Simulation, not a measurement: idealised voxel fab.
Proc. module: voxel capacitor over wiring
195 nm wide, 5 nm square cells: that's cross-section cut.
A cross-section in this document is a grid of square cells, and it is written down as bands, the top band listed before the ones below it; a band is made up of one or more rows of cells.
Band: top height; bottom height; in nm. Then, left to right: material with width in nm, for each material. "edge to edge": a single material spanning edge to edge. "air": empty space.
The level at which height equals 0 is the one under which the wafer, as it arrives, is entirely one material. No lower edge exists for the bottom band, which continues downward and is notated as in "from 0 down".
The two numbers in a width such as "30->40" mark its ends across the band: the first belongs to the top row of cells, the second to the bottom row, and from each row to the next the width moves by the same amount.
"left unchanged" -> step changed no cross-section cell.
"Voids lacking openings" contains a list of empty spaces, each no smaller than 8 cells and without an open way to the top, written in the form width x height at distance with the distance from the left edge and all three in nm.
Step line, after settings: the simulator's comment on this step.
overlay nm, on a step with a mask: how far to the right of its planned place the mask lay; to the left if negative
-- The process steps that were planned are listed below
| 1 | op RECEIVE | material Si |
| 2 | op CONFORMAL_DEP | material SiO2 | thk nm 15 |
| 3 | op CONFORMAL_DEP | material SiN | thk nm 5 |
| 4 | op DIRECTIONAL_DEP | material lowk | thk nm 15 |
| 5 | op DIRECTIONAL_DEP | material aC | thk nm 15 |
| 6 | op PATTERN | tone open | mask id METAL_1 | material resist | width nm 30 | pitch nm 80 | thk nm 30 | overlay nm 0 |
| 7 | op DIRECTIONAL_ETCH | etch materials aC | depth nm 15 |
| 8 | op STRIP | etch materials resist |
| 9 | op DIRECTIONAL_ETCH | etch materials lowk | depth nm 15 |
| 10 | op DIRECTIONAL_ETCH | etch materials SiN | depth nm 5 |
| 11 | op STRIP | etch materials aC |
| 12 | op CONFORMAL_DEP | material TiN | thk nm 5 |
| 13 | op FILL_DEP | material Ru | thk nm 10 |
| 14 | op CMP | height nm 35 |
| 15 | op CONFORMAL_DEP | material SiCN | thk nm 5 |
| 16 | op DIRECTIONAL_DEP | material SiO2 | thk nm 15 |
| 17 | op MASKED_ETCH | tone open | mask id PLUG_1 | width nm 15 | etch materials SiO2 | depth nm 15 | overlay nm 0 |
| 18 | op MASKED_ETCH | tone open | mask id PLUG_1 | width nm 15 | etch materials SiCN | depth nm 5 | overlay nm 0 |
| 19 | op EPI | material Ru | thk nm 10 |
| 20 | op EPI | material Ru | thk nm 10 |
| 21 | op DIRECTIONAL_DEP | material TiN | thk nm 5 |
| 22 | op DIRECTIONAL_DEP | material HfO2 | thk nm 5 |
| 23 | op DIRECTIONAL_DEP | material TiN | thk nm 5 |
| 24 | op MASKED_ETCH | tone cover | mask id UPPER_PLATE | width nm 55 | etch materials TiN | depth nm 5 | overlay nm 0 |
| 25 | op MASKED_ETCH | tone cover | mask id UPPER_PLATE | width nm 55 | etch materials HfO2 | depth nm 5 | overlay nm 0 |
| 26 | op MASKED_ETCH | tone cover | mask id LOWER_PLATE | width nm 65 | etch materials TiN | depth nm 5 | overlay nm 0 |
| 27 | op FILL_DEP | material SiO2 | thk nm 20 |
| 28 | op CMP | height nm 85 |
| 29 | op PATTERN | tone open | mask id PLUG_2 | material resist | width nm 15 | thk nm 15 | overlay nm 0 |
| 30 | op DIRECTIONAL_ETCH | etch materials SiO2 | depth nm 15 |
| 31 | op STRIP | etch materials resist |
| 32 | op CONFORMAL_DEP | material TiN | thk nm 5 |
| 33 | op FILL_DEP | material W | thk nm 5 |
| 34 | op CMP | height nm 85 |
| 35 | op CONFORMAL_DEP | material SiCN | thk nm 5 |
-- Cross-sectional view of the wafer in its as-received condition, corresponding to the state after step 1
	from 0 down = Si edge to edge
	Voids lacking openings: none
-- The cross-section shown corresponds to the wafer at the conclusion of the module. The initial structure and the process plan are those presented above; however, one mistake occurred in executing the plan
	from 90 to 85 = SiCN edge to edge
	from 85 to 75 = SiO2: 75; TiN: 5; W: 5; TiN: 5; SiO2: 105
	from 75 to 65 = SiO2: 75->55; TiN: 15->55; SiO2: 105->85
	from 65 to 60 = SiO2: 55; HfO2: 55; SiO2: 85
	from 60 to 55 = SiO2: 50; TiN: 65; SiO2: 80
	from 55 to 40 = SiO2: 55; Ru: 15; SiO2: 125
	from 40 to 35 = SiCN: 55; Ru: 15; SiCN: 125
	from 35 to 20 = lowk: 40; TiN: 5; Ru: 20; TiN: 5; lowk: 50; TiN: 5; Ru: 20; TiN: 5; lowk: 45
	from 20 to 15 = SiN: 40; TiN: 30; SiN: 50; TiN: 30; SiN: 45
	from 15 to 0 = SiO2 edge to edge
	from 0 down = Si edge to edge
	Voids lacking openings: none
Processing error: planned and actual differ for step 29; actual: op PATTERN | tone open | mask id PLUG_2 | material resist | width nm 15 | thk nm 15 | overlay nm 10
